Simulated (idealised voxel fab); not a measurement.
Proc. module: voxel ribs on slabs
Shown is cross-section cut, with a width of 190 nm and square cells of size 5 nm.
Throughout this document, each cross-section is represented as a grid of square cells and is presented as a sequence of bands enumerated from the top downward, where a band comprises one or more rows of cells. In this notation a band is specified by the heights of its top and bottom, in that order and in nm, after which its materials appear from left to right, each paired with its width in nm. The word "full width" attached to a single material means that material fills the band from edge to edge; the word "empty" stands for empty space. Heights are expressed relative to 0, this being the level below which the as-received wafer comprises one material exclusively. The lowest band is unbounded in the downward direction and is denoted as in "0 -> down". When a width is written as two numbers, as in "30 to 40", the first number is the width in the top row of cells of the band and the second is the width in its bottom row, and the width changes by the same amount from each row to the next. No cell of the cross-section changed in a step that is given as "nothing was modified". Entry "Enclosed internal cavities". Content: empty spaces with no open connection to the top, size 8 cells or greater. Each: width x height at distance. Distance: from left edge. Unit: nm. after a step's settings: what the simulator itself notes on the step. overlay nm: step with mask; distance mask lay right of planned place; negative value = left of planned place.
### Planned process steps
- 1: RECEIVE (material Si)
- 2: DIRECTIONAL_DEP (material SiO2; thk nm 30)
- 3: DIRECTIONAL_DEP (material SiN; thk nm 25)
- 4: MASKED_ETCH (tone cover; mask id RIB; width nm 20; etch materials SiN; depth nm 15; overlay nm 0)
- 5: MASKED_ETCH (tone cover; mask id SLAB; width nm 50; etch materials SiN; depth nm 10; overlay nm 0)
- 6: FILL_DEP (material SiO2; thk nm 15)
- 7: CMP (height nm 65)
- 8: DIRECTIONAL_DEP (material TiN; thk nm 10)
- 9: PATTERN (tone cover; mask id HEATER; material resist; width nm 30; thk nm 20; overlay nm 0)
- 10: DIRECTIONAL_ETCH (etch materials TiN; depth nm 10)
- 11: STRIP (etch materials resist)
- 12: CONFORMAL_DEP (material SiN; thk nm 10)
### Delivered wafer in cross-section: state after step 1
    0 -> down: Si full width
    Enclosed internal cavities: none
### Module complete, cross-section. Starting point and plan per above. One mistake made in running the module
    85 -> 75: SiN full width
    75 -> 55: SiO2 full width
    55 -> 40: 85 SiO2 / 20 SiN / 85 SiO2
    40 -> 30: 70 SiO2 / 50 SiN / 70 SiO2
    30 -> 0: SiO2 full width
    0 -> down: Si full width
    Enclosed internal cavities: none
what went wrong: step 8 was processed under conditions differing from the plan, specifically as DIRECTIONAL_DEP (material SiO2; thk nm 10)
